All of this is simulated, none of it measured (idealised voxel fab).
This section sets out a process module, namely voxel transistor to metal.
Shown is cross-section cut, with a width of 160 nm and square cells of size 5 nm.
Cross-section spec: square-cell grid; bands listed top down; each band is one or more rows.
The band entry comprises the height of the band's top followed by the height of its bottom, expressed in nm, and subsequently the band's materials from left to right, each stated together with its width in nm. Where a single material is marked with the word "everywhere", that material fills the band from edge to edge. The word "air" represents empty space.
Below 0: as-received wafer, all one material; heights counted from there. Lowest band: no bottom, goes on down, written "z 0 and below".
Width spec "30..40" -> top row of cells at first value, bottom row at second value, equal per-row change in between.
Take "no change occurred" at face value: in the step it is given for, the cross-section changed in none of its cells.
"Closed cavities": sealed empty spaces, 8 cells or more, no open way to top, listed width x height at distance, with distance from the left edge and width, height and distance in nm.
Anything after a step's settings on that line? It's the simulator's own note about the step.
"overlay nm", when on a step's line for a step with a mask, measures how far to the right of its planned place the mask lay; a negative measure means to the left.

# So here's the lineup of process steps we planned
1: op RECEIVE | material Si
2: op OXIDIZE | depth nm 5
3: op CONFORMAL_DEP | material SiN | thk nm 10
4: op DIRECTIONAL_DEP | material aC | thk nm 10
5: op PATTERN | tone cover | mask id ACTIVE | material resist | width nm 120 | thk nm 25 | overlay nm 0
6: op DIRECTIONAL_ETCH | etch materials aC | depth nm 10
7: op STRIP | etch materials resist
8: op DIRECTIONAL_ETCH | etch materials SiN | depth nm 10
9: op DIRECTIONAL_ETCH | etch materials SiO2 | depth nm 5
10: op DIRECTIONAL_ETCH | etch materials Si | depth nm 20
11: op STRIP | etch materials aC
12: op OXIDIZE | depth nm 5
13: op FILL_DEP | material SiO2 | thk nm 5
14: op CMP | height nm 10
15: op SELECTIVE_ETCH | etch materials SiO2 | depth nm 5
16: op STRIP | etch materials SiN
17: op SELECTIVE_ETCH | etch materials SiO2 | depth nm 5
18: op OXIDIZE | depth nm 5
19: op DIRECTIONAL_DEP | material polySi | thk nm 30
20: op DIRECTIONAL_DEP | material SiCN | thk nm 10
21: op PATTERN | tone cover | mask id GATE | material resist | width nm 20 | thk nm 15 | overlay nm 0
22: op DIRECTIONAL_ETCH | etch materials SiCN | depth nm 20
23: op DIRECTIONAL_ETCH | etch materials polySi | depth nm 40
24: op STRIP | etch materials resist
25: op CONFORMAL_DEP | material SiN | thk nm 10
26: op DIRECTIONAL_ETCH | etch materials SiN | depth nm 10
27: op DIRECTIONAL_ETCH | etch materials SiO2 | depth nm 5
28: op EPI | material nSi | thk nm 5
29: op FILL_DEP | material SiO2 | thk nm 5
30: op CMP | height nm 35
31: op DIRECTIONAL_DEP | material SiO2 | thk nm 15
32: op MASKED_ETCH | tone open | mask id CONTACT | width nm 35 | pitch nm 65 | etch materials SiO2 | depth nm 55 | overlay nm 0
33: op CONFORMAL_DEP | material TiN | thk nm 5
34: op FILL_DEP | material Ru | thk nm 10
35: op CMP | height nm 50
36: op CONFORMAL_DEP | material SiN | thk nm 5
37: op DIRECTIONAL_DEP | material SiO2 | thk nm 25
38: op DIRECTIONAL_DEP | material aC | thk nm 15
39: op PATTERN | tone open | mask id METAL_1 | material resist | width nm 20 | pitch nm 80 | thk nm 30 | overlay nm 0
40: op DIRECTIONAL_ETCH | etch materials aC | depth nm 15
41: op STRIP | etch materials resist
42: op DIRECTIONAL_ETCH | etch materials SiO2 | depth nm 25
43: op DIRECTIONAL_ETCH | etch materials SiN | depth nm 5
44: op STRIP | etch materials aC
45: op CONFORMAL_DEP | material TiN | thk nm 5
46: op FILL_DEP | material W | thk nm 5
47: op CMP | height nm 80
48: op CONFORMAL_DEP | material SiN | thk nm 5

# Wafer as received: cross-section following step 1
> z 0 and below | Si everywhere
> Closed cavities: none

# Cross-section taken at module completion on the first of two wafers; processed per the plan
> z 85 to 80 | SiN everywhere
> z 80 to 55 | SiO2: 30 / TiN: 5 / W: 10 / TiN: 5 / SiO2: 60 / TiN: 5 / W: 10 / TiN: 5 / SiO2: 30
> z 55 to 50 | SiN: 30 / TiN: 20 / SiN: 60 / TiN: 20 / SiN: 30
> z 50 to 40 | SiO2: 30 / TiN: 5 / Ru: 25 / TiN: 5 / SiO2: 30 / TiN: 5 / Ru: 25 / TiN: 5 / SiO2: 30
> z 40 to 35 | SiO2: 30 / TiN: 5 / Ru: 20 / TiN: 10 / SiO2: 30 / TiN: 10 / Ru: 20 / TiN: 5 / SiO2: 30
> z 35 to 25 | SiO2: 30 / TiN: 5 / Ru: 20 / TiN: 5 / SiN: 10 / SiCN: 20 / SiN: 10 / TiN: 5 / Ru: 20 / TiN: 5 / SiO2: 30
> z 25 to 0 | SiO2: 30 / TiN: 5 / Ru: 20 / TiN: 5 / SiN: 10 / polySi: 20 / SiN: 10 / TiN: 5 / Ru: 20 / TiN: 5 / SiO2: 30
> z 0 to -5 | SiO2: 15 / SiN: 10 / SiO2: 5 / TiN: 30 / SiN: 10 / polySi: 20 / SiN: 10 / TiN: 30 / SiO2: 5 / SiN: 10 / SiO2: 15
> z -5 to -10 | SiO2: 25 / nSi: 35 / SiO2: 40 / nSi: 35 / SiO2: 25
> z -10 to -30 | SiO2: 25 / Si: 110 / SiO2: 25
> z -30 and below | Si everywhere
> Closed cavities: none

# Here is the second of the two wafers cut open at the end of the module - same start, same plan as the first one, but we made one mistake running it
> z 85 to 80 | SiN everywhere
> z 80 to 55 | SiO2: 30 / TiN: 5 / W: 10 / TiN: 5 / SiO2: 60 / TiN: 5 / W: 10 / TiN: 5 / SiO2: 30
> z 55 to 50 | SiN: 30 / TiN: 20 / SiN: 60 / TiN: 20 / SiN: 30
> z 50 to 40 | SiO2: 30 / TiN: 5 / Ru: 25 / TiN: 5 / SiO2: 30 / TiN: 5 / Ru: 25 / TiN: 5 / SiO2: 30
> z 40 to 35 | SiO2: 30 / TiN: 5 / Ru: 20 / TiN: 10 / SiO2: 30 / TiN: 10 / Ru: 20 / TiN: 5 / SiO2: 30
> z 35 to 25 | SiO2: 30 / TiN: 5 / Ru: 20 / TiN: 5 / SiN: 10 / SiCN: 20 / SiN: 10 / TiN: 5 / Ru: 20 / TiN: 5 / SiO2: 30
> z 25 to 0 | SiO2: 30 / TiN: 5 / Ru: 20 / TiN: 5 / SiN: 10 / polySi: 20 / SiN: 10 / TiN: 5 / Ru: 20 / TiN: 5 / SiO2: 30
> z 0 to -5 | SiO2: 10 / SiN: 10 / SiO2: 10 / TiN: 30 / SiN: 10 / polySi: 20 / SiN: 10 / TiN: 30 / SiO2: 10 / SiN: 10 / SiO2: 10
> z -5 to -10 | SiO2: 10 / SiN: 15 / nSi: 35 / SiO2: 40 / nSi: 35 / SiN: 15 / SiO2: 10
> z -10 to -15 | SiO2: 30 / Si: 100 / SiO2: 30
> z -15 to -30 | SiO2: 25 / Si: 110 / SiO2: 25
> z -30 and below | Si everywhere
> Closed cavities: none
Nonconformance to the process plan: so 15 and 16 got swapped relative to the plan, each ran where the other was supposed to
at the end the second wafer has, in cells: -2 Si, +6 SiN, -4 SiO2
